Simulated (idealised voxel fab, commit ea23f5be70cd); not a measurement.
Presented below is a process module, voxel self aligned contacts.
Cross-section cut spans 230 nm and uses square cells 5 nm in size.
In what follows, cross-sections appear as grids of square cells, described through bands that run from the top down, where every band is one or more rows of cells.
First you get the band's top height and its bottom height, in nm, and then the materials it's made of, left to right, with each width in nm. If you see a single material with "full width", that one covers the band edge to edge. "empty" is empty space.
Where do heights start? At 0: under that level the wafer as delivered is made of one material only. And the lowest band has no floor; it just carries on downward, as in "0 down".
Note: "30->40" means the width goes from the first number (top row of the band) to the second number (bottom row) in equal steps per row of cells.
"nothing got changed" after a step means that no cell of the cross-section changed.
So "Entrapped voids" is basically the list of trapped voids: any empty space of 8 cells or more that can't reach the top through an opening. They're written width x height at distance, the distance being from the left edge, and it's all nm.
Past the settings on a step's line: simulator remark, on that step.
Steps that use a mask can have "overlay nm" on their line. It says how far the mask sat to the right of where it was meant to be. Negative means to the left.
Set out below are the planned steps of the process
step 1: RECEIVE (material Si)
step 2: CONFORMAL_DEP (material SiO2; thk nm 5)
step 3: DIRECTIONAL_DEP (material polySi; thk nm 25)
step 4: DIRECTIONAL_DEP (material SiN; thk nm 20)
step 5: DIRECTIONAL_DEP (material aC; thk nm 15)
step 6: PATTERN (tone cover; mask id GATE; material resist; width nm 30; pitch nm 55; thk nm 30; overlay nm 0)
step 7: DIRECTIONAL_ETCH (etch materials aC; depth nm 15)
step 8: STRIP (etch materials resist)
step 9: DIRECTIONAL_ETCH (etch materials SiN; depth nm 20)
step 10: DIRECTIONAL_ETCH (etch materials polySi; depth nm 25)
step 11: STRIP (etch materials aC)
step 12: CONFORMAL_DEP (material SiN; thk nm 5)
step 13: DIRECTIONAL_ETCH (etch materials SiN; depth nm 5)
step 14: FILL_DEP (material SiO2; thk nm 15)
step 15: CMP (height nm 60)
step 16: DIRECTIONAL_DEP (material aC; thk nm 15)
step 17: PATTERN (tone open; mask id CONTACT; material resist; width nm 35; thk nm 35; overlay nm 0)
step 18: DIRECTIONAL_ETCH (etch materials aC; depth nm 15)
step 19: STRIP (etch materials resist)
step 20: DIRECTIONAL_ETCH (etch materials SiO2; depth nm 60)
step 21: STRIP (etch materials aC)
step 22: CONFORMAL_DEP (material TiN; thk nm 5)
step 23: FILL_DEP (material W; thk nm 5)
step 24: CMP (height nm 60)
step 25: CONFORMAL_DEP (material SiN; thk nm 5)
Delivered wafer in cross-section: state after step 1
	0 down | Si full width
	Entrapped voids: none
Post-module cross-section of the first of two wafers (run per plan)
	65 to 60 | SiN full width
	60 to 50 | SiO2 95; TiN 5->15; W 25->5; TiN 5->15; SiO2 100
	50 to 30 | SiO2 65; SiN 40; TiN 5; W 5; TiN 5; SiN 40; SiO2 70
	30 to 5 | SiO2 65; SiN 5; polySi 30; SiN 5; TiN 5; W 5; TiN 5; SiN 5; polySi 30; SiN 5; SiO2 70
	5 to 0 | SiO2 105; TiN 15; SiO2 110
	0 down | Si full width
	Entrapped voids: none
Cross-section, second wafer: same start as the first, same plan as the first, one mistake in running it; taken at the end of the module
	65 to 60 | SiN full width
	60 to 55 | SiO2 65; SiN 40; TiN 5; W 5; TiN 5; SiN 40; SiO2 70
	55 to 50 | SiO2 65; SiN 40; TiN 15; SiN 40; SiO2 70
	50 to 30 | SiN full width
	30 to 5 | polySi full width
	5 to 0 | SiO2 full width
	0 down | Si full width
	Entrapped voids: none
It is concluded that the wafer was processed incorrectly with respect to the plan, in that plan step 4 was twice executed
The second wafer ends with more or fewer cells of some materials than the first, per final count: SiN +132 | SiO2 -264 | TiN -24 | W -14 | polySi +170
